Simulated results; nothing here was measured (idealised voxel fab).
Title: Process Module voxel capacitor over wiring
The cross-section on display is named cut; it measures 205 nm wide, and its cells are 5 nm squares.
In this document a cross-section is written as a grid of square cells. It is given as a series of bands, listed from the top down, and a band is one or more rows of cells. Read a band's entry like this: the first values are the height of its top and the height of its bottom in nm, and what follows is the sequence of materials from left to right, each with its width in nm. Note that "air" is empty space, and that a single material marked "throughout" reaches across the band from edge to edge. Convention: height 0 is the level below which the wafer, as received, is all one material. The lowest band does not terminate at the bottom but continues downward, represented as "0 and below". Note: "30->40" means the width goes from the first number (top row of the band) to the second number (bottom row) in equal steps per row of cells. "no modification", as given for a step, is the statement that not any cell of the cross-section underwent a change during that step. In the "Sealed internal cavities" entry, you get each enclosed empty space of 8 cells or more, one with no open way to the top, written width x height at distance, distance from the left edge, in nm. Past the settings on a step's line: simulator remark, on that step. Regarding "overlay nm": on a step with a mask, it is the distance the mask lay to the right of its planned place; a negative value places it to the left.
These are the steps we planned for the process:
1. RECEIVE | material Si
2. CONFORMAL_DEP | material SiO2 | thk nm 15
3. CONFORMAL_DEP | material SiCN | thk nm 5
4. DIRECTIONAL_DEP | material lowk | thk nm 25
5. MASKED_ETCH | tone open | mask id METAL_1 | width nm 25 | pitch nm 90 | etch materials lowk | depth nm 25 | overlay nm 0
6. MASKED_ETCH | tone open | mask id METAL_1 | width nm 25 | pitch nm 90 | etch materials SiCN | depth nm 5 | overlay nm 0
7. CONFORMAL_DEP | material TiN | thk nm 5
8. FILL_DEP | material Cu | thk nm 5
9. CMP | height nm 45
10. CONFORMAL_DEP | material SiCN | thk nm 5
11. DIRECTIONAL_DEP | material lowk | thk nm 10
12. DIRECTIONAL_DEP | material aC | thk nm 15
13. PATTERN | tone open | mask id PLUG_1 | material resist | width nm 15 | thk nm 30 | overlay nm 0
14. DIRECTIONAL_ETCH | etch materials aC | depth nm 15
15. STRIP | etch materials resist
16. DIRECTIONAL_ETCH | etch materials lowk | depth nm 10
17. DIRECTIONAL_ETCH | etch materials SiCN | depth nm 5
18. STRIP | etch materials aC
19. EPI | material Ru | thk nm 10
20. EPI | material Ru | thk nm 5
21. DIRECTIONAL_DEP | material TiN | thk nm 5
22. DIRECTIONAL_DEP | material SiN | thk nm 5
23. DIRECTIONAL_DEP | material TiN | thk nm 5
24. PATTERN | tone cover | mask id UPPER_PLATE | material resist | width nm 70 | thk nm 15 | overlay nm 0
25. DIRECTIONAL_ETCH | etch materials TiN | depth nm 5
26. DIRECTIONAL_ETCH | etch materials SiN | depth nm 5
27. STRIP | etch materials resist
28. DIRECTIONAL_DEP | material aC | thk nm 15
29. PATTERN | tone cover | mask id LOWER_PLATE | material resist | width nm 80 | thk nm 35 | overlay nm 0
30. DIRECTIONAL_ETCH | etch materials aC | depth nm 15
31. STRIP | etch materials resist
32. DIRECTIONAL_ETCH | etch materials TiN | depth nm 5
33. STRIP | etch materials aC
34. FILL_DEP | material SiO2 | thk nm 20
35. CMP | height nm 90
36. DIRECTIONAL_DEP | material aC | thk nm 15
37. PATTERN | tone open | mask id PLUG_2 | material resist | width nm 15 | thk nm 35 | overlay nm 0
38. DIRECTIONAL_ETCH | etch materials aC | depth nm 15
39. STRIP | etch materials resist
40. DIRECTIONAL_ETCH | etch materials SiO2 | depth nm 15
41. STRIP | etch materials aC
42. CONFORMAL_DEP | material TiN | thk nm 5
43. FILL_DEP | material Cu | thk nm 10
44. CMP | height nm 90
45. CONFORMAL_DEP | material SiCN | thk nm 5
Cross-section, incoming material, after step 1:
  0 and below | Si throughout
  Sealed internal cavities: none
Cross-section at module end, one run error; start and plan unchanged from above:
  95 down to 90 | SiCN throughout
  90 down to 85 | SiO2 (65); TiN (5); Cu (5); TiN (5); SiO2 (125)
  85 down to 80 | SiO2 (65); TiN (15); SiO2 (125)
  80 down to 75 | SiO2 (55); TiN (5); SiO2 (5); TiN (60); SiO2 (80)
  75 down to 70 | SiO2 (55); SiN (5); TiN (5); SiN (60); SiO2 (80)
  70 down to 65 | Ru (60); SiN (5); Ru (140)
  65 down to 60 | TiN (55); Ru (15); TiN (135)
  60 down to 55 | lowk (55); TiN (15); lowk (135)
  55 down to 50 | lowk (55); Ru (15); lowk (135)
  50 down to 45 | SiCN (55); Ru (15); SiCN (135)
  45 down to 20 | lowk (45); TiN (5); Cu (15); TiN (5); lowk (65); TiN (5); Cu (15); TiN (5); lowk (45)
  20 down to 15 | SiCN (45); TiN (25); SiCN (65); TiN (25); SiCN (45)
  15 down to 0 | SiO2 throughout
  0 and below | Si throughout
  Sealed internal cavities: none
What broke from the plan during processing? swap of plan steps 20 and 21 during execution
